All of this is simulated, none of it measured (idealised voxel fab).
The process module that follows is named voxel spacer lines.
For reference, the cross-section in this document is cut, with width 220 nm and square cells of 5 nm.
Cross-section spec: square-cell grid; bands listed top down; each band is one or more rows.
The entry gives the band's vertical extent as a top height and a bottom height in nm, then its horizontal make-up as materials from left to right, each with a width in nm. "empty" stands for empty space; a single material marked "full width" fills the band edge to edge.
Height reference: 0 = level under which incoming wafer is all one material. Lowest band: no bottom, runs on downward, e.g. "0 down".
With a width like "30 to 40", each row of cells in the band differs from the next by the same amount, the top row carrying the first number and the bottom row the second.
A step reported as "stayed the same" is a step in which no cell of the cross-section changed.
In "Sealed internal voids" the enclosed voids are listed, meaning empty spaces of 8 cells or larger without any opening to the top. The form is width x height at distance, distance from the left edge, units nm.
On each step's line, the part that comes after the settings is the simulator's own comment on the step.
Among the settings permitted on a step's line is "overlay nm"; applied to a step with a mask, it specifies the extent to which the mask lay to the right of its planned position, whereas a negative figure signifies a position to the left.

-- Here's what the planned process steps look like
1 RECEIVE (material Si)
2 CONFORMAL_DEP (material Al2O3; thk nm 10)
3 DIRECTIONAL_DEP (material TiN; thk nm 15)
4 DIRECTIONAL_DEP (material aC; thk nm 30)
5 PATTERN (tone cover; mask id MANDREL; material resist; width nm 25; pitch nm 80; thk nm 40; overlay nm 0)
6 DIRECTIONAL_ETCH (etch materials aC; depth nm 30)
7 STRIP (etch materials resist)
8 CONFORMAL_DEP (material SiN; thk nm 15)
9 DIRECTIONAL_ETCH (etch materials SiN; depth nm 15)
10 STRIP (etch materials aC)
11 DIRECTIONAL_ETCH (etch materials TiN; depth nm 15)
12 STRIP (etch materials SiN)
13 FILL_DEP (material SiO2; thk nm 10)
14 CMP (height nm 25)

-- Cross-section, incoming material, after step 1
  0 down: Si full width
  Sealed internal voids: none

-- Here's the cross-section of the first of our two wafers at the end of the module - it ran as planned
  25 to 10: 15 TiN | 25 SiO2 | 15 TiN | 25 SiO2 | 15 TiN | 25 SiO2 | 15 TiN | 25 SiO2 | 15 TiN | 25 SiO2 | 15 TiN | 5 SiO2
  10 to 0: Al2O3 full width
  0 down: Si full width
  Sealed internal voids: none

-- Wafer two (of two), end-of-module cross-section: start = wafer one, plan = wafer one, one run mistake
  25 to 15: SiO2 full width
  15 to 0: 15 TiN | 25 SiO2 | 15 TiN | 25 SiO2 | 15 TiN | 25 SiO2 | 15 TiN | 25 SiO2 | 15 TiN | 25 SiO2 | 15 TiN | 5 SiO2
  0 down: Si full width
  Sealed internal voids: none
Run error: plan step 2 was not performed, having been skipped
Upon completion, the second wafer contains, in terms of cells, a greater or smaller amount of certain materials than the first wafer: -88 Al2O3, +88 SiO2
